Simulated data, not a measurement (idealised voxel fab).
process module | voxel capacitor over wiring
cross-section cut | 160 nm wide | cells 5 nm
A cross-section is a grid of square cells, given in bands from the top down. A band is one or more rows of cells.
Each band's line starts with the height of the band's top and of its bottom, in nm. Then come its materials from left to right, each with its width in nm. One material with "throughout" fills the band from edge to edge. "air" is empty space.
Height 0 is the level under which the wafer as received is all one material. The lowest band goes on downwards, as in "0 down".
A width such as "30 to 40" changes by the same amount from each row of cells to the next, from the band's top row to its bottom row.
"no change" after a step means that no cell of the cross-section changed.
closed voids: empty space of 8 cells or more with no open way to the top, each as width x height at its distance from the left edge, in nm
after a step's settings: what the simulator itself notes on the step
overlay nm, on a step with a mask: how far to the right of its planned place the mask lay; to the left if negative
plan
1 op RECEIVE | material Si
2 op CONFORMAL_DEP | material SiO2 | thk nm 10
3 op CONFORMAL_DEP | material SiCN | thk nm 5
4 op DIRECTIONAL_DEP | material SiO2 | thk nm 25
5 op MASKED_ETCH | tone open | mask id METAL_1 | width nm 20 | pitch nm 75 | etch materials SiO2 | depth nm 25 | overlay nm 0
6 op MASKED_ETCH | tone open | mask id METAL_1 | width nm 20 | pitch nm 75 | etch materials SiCN | depth nm 5 | overlay nm 0
7 op CONFORMAL_DEP | material TiN | thk nm 5
8 op FILL_DEP | material Cu | thk nm 5
9 op CMP | height nm 40
10 op CONFORMAL_DEP | material SiCN | thk nm 5
11 op DIRECTIONAL_DEP | material lowk | thk nm 20
12 op DIRECTIONAL_DEP | material aC | thk nm 15
13 op PATTERN | tone open | mask id PLUG_1 | material resist | width nm 15 | thk nm 35 | overlay nm 0
14 op DIRECTIONAL_ETCH | etch materials aC | depth nm 15
15 op STRIP | etch materials resist
16 op DIRECTIONAL_ETCH | etch materials lowk | depth nm 20
17 op DIRECTIONAL_ETCH | etch materials SiCN | depth nm 5
18 op STRIP | etch materials aC
19 op EPI | material Ru | thk nm 10
20 op EPI | material Ru | thk nm 10
21 op EPI | material Ru | thk nm 5
22 op DIRECTIONAL_DEP | material TiN | thk nm 10
23 op DIRECTIONAL_DEP | material Al2O3 | thk nm 5
24 op DIRECTIONAL_DEP | material TiN | thk nm 5
25 op PATTERN | tone cover | mask id UPPER_PLATE | material resist | width nm 60 | thk nm 15 | overlay nm 0
26 op DIRECTIONAL_ETCH | etch materials TiN | depth nm 5
27 op DIRECTIONAL_ETCH | etch materials Al2O3 | depth nm 5
28 op STRIP | etch materials resist
29 op PATTERN | tone cover | mask id LOWER_PLATE | material resist | width nm 70 | thk nm 15 | overlay nm 0
30 op DIRECTIONAL_ETCH | etch materials TiN | depth nm 10
31 op STRIP | etch materials resist
32 op FILL_DEP | material SiO2 | thk nm 20
33 op CMP | height nm 100
34 op DIRECTIONAL_DEP | material aC | thk nm 15
35 op PATTERN | tone open | mask id PLUG_2 | material resist | width nm 15 | thk nm 30 | overlay nm 0
36 op DIRECTIONAL_ETCH | etch materials aC | depth nm 15
37 op STRIP | etch materials resist
38 op DIRECTIONAL_ETCH | etch materials SiO2 | depth nm 15
39 op STRIP | etch materials aC
40 op CONFORMAL_DEP | material TiN | thk nm 5
41 op FILL_DEP | material Cu | thk nm 5
42 op CMP | height nm 100
43 op CONFORMAL_DEP | material SiCN | thk nm 5
as received, after step 1
  0 down: Si throughout
  closed voids: none
a wafer at the end: this start, this plan, one mistake
  105 to 100: SiCN throughout
  100 to 90: SiO2 45 | TiN 5 | Cu 5 | TiN 5 | SiO2 100
  90 to 80: SiO2 45 to 35 | TiN 15 to 60 | SiO2 100 to 65
  80 to 75: SiO2 35 | Al2O3 60 | SiO2 65
  75 to 65: SiO2 30 | TiN 70 | SiO2 60
  65 to 45: lowk 35 | Ru 15 | lowk 110
  45 to 40: SiCN 35 | Ru 15 | SiCN 110
  40 to 35: Cu throughout
  35 to 30: TiN 35 | Cu 10 | TiN 65 | Cu 10 | TiN 40
  30 to 5: SiO2 30 | TiN 5 | Cu 10 | TiN 5 | SiO2 55 | TiN 5 | Cu 10 | TiN 5 | SiO2 35
  5 to 0: SiCN 30 | TiN 20 | SiCN 55 | TiN 20 | SiCN 35
  0 down: Si throughout
  closed voids: none
what went wrong: step 2 was left out
